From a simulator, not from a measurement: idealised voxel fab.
process module | voxel trench capacitor
Section shown: cut. Width: 225 nm. Cell size: 5 nm, square.
Each cross-section below is a grid of square cells, stated as bands in top-down order, with one or more rows of cells making up each band. Top height, bottom height, nm. Materials left to right, width each, nm. Single material + "all across" = fills band edge to edge. "empty" = empty. Convention: height 0 is the level below which the wafer, as received, is all one material. The lowest band does not terminate at the bottom but continues downward, represented as "from 0 down". Quick explanation for "30->40": the width changes in equal steps down the rows of cells, from the first number in the band's top row to the second number in its bottom row. The designation "remained the same", where it is given for a processing step, indicates that no cell of the cross-section was altered in the course of that step. This entry, "Closed void catalog", enumerates those empty regions of no fewer than 8 cells that possess no open connection to the top. Each region is reported in the form width x height at distance, the distance being taken from the left edge, with all three quantities expressed in nm. The remark found on a step's line after its settings is issued by the simulator itself and pertains to that step. overlay nm: right-of-plan distance of the mask on a masked step; negative values mean left-of-plan.

Process steps (planned):
1. RECEIVE, material Si
2. CONFORMAL_DEP, material SiN, thk nm 10
3. MASKED_ETCH, tone open, mask id TRENCH, width nm 20, pitch nm 45, etch materials SiN, depth nm 10, overlay nm 0
4. MASKED_ETCH, tone open, mask id TRENCH, width nm 20, pitch nm 45, etch materials Si, depth nm 25, overlay nm 0
5. CONFORMAL_DEP, material SiO2, thk nm 5
6. FILL_DEP, material polySi, thk nm 5
7. CMP, height nm 10

Cross-section of the wafer as it came to us, i.e., already through step 1:
- from 0 down = Si all across
- Closed void catalog: none

Result of the module, cross-sectioned: start per above, plan per above, one error in how it was run:
- from 10 to 0 = 60 of SiN / 5 of SiO2 / 5 of polySi / 5 of SiO2 / 30 of SiN / 5 of SiO2 / 5 of polySi / 5 of SiO2 / 30 of SiN / 5 of SiO2 / 5 of polySi / 5 of SiO2 / 60 of SiN
- from 0 to -20 = 60 of Si / 5 of SiO2 / 5 of polySi / 5 of SiO2 / 30 of Si / 5 of SiO2 / 5 of polySi / 5 of SiO2 / 30 of Si / 5 of SiO2 / 5 of polySi / 5 of SiO2 / 60 of Si
- from -20 to -25 = 60 of Si / 15 of SiO2 / 30 of Si / 15 of SiO2 / 30 of Si / 15 of SiO2 / 60 of Si
- from -25 down = Si all across
- Closed void catalog: none
Against the plan, the run slipped here: step 3 off recipe, ran as MASKED_ETCH, tone open, mask id TRENCH, width nm 15, pitch nm 45, etch materials SiN, depth nm 10, overlay nm 0
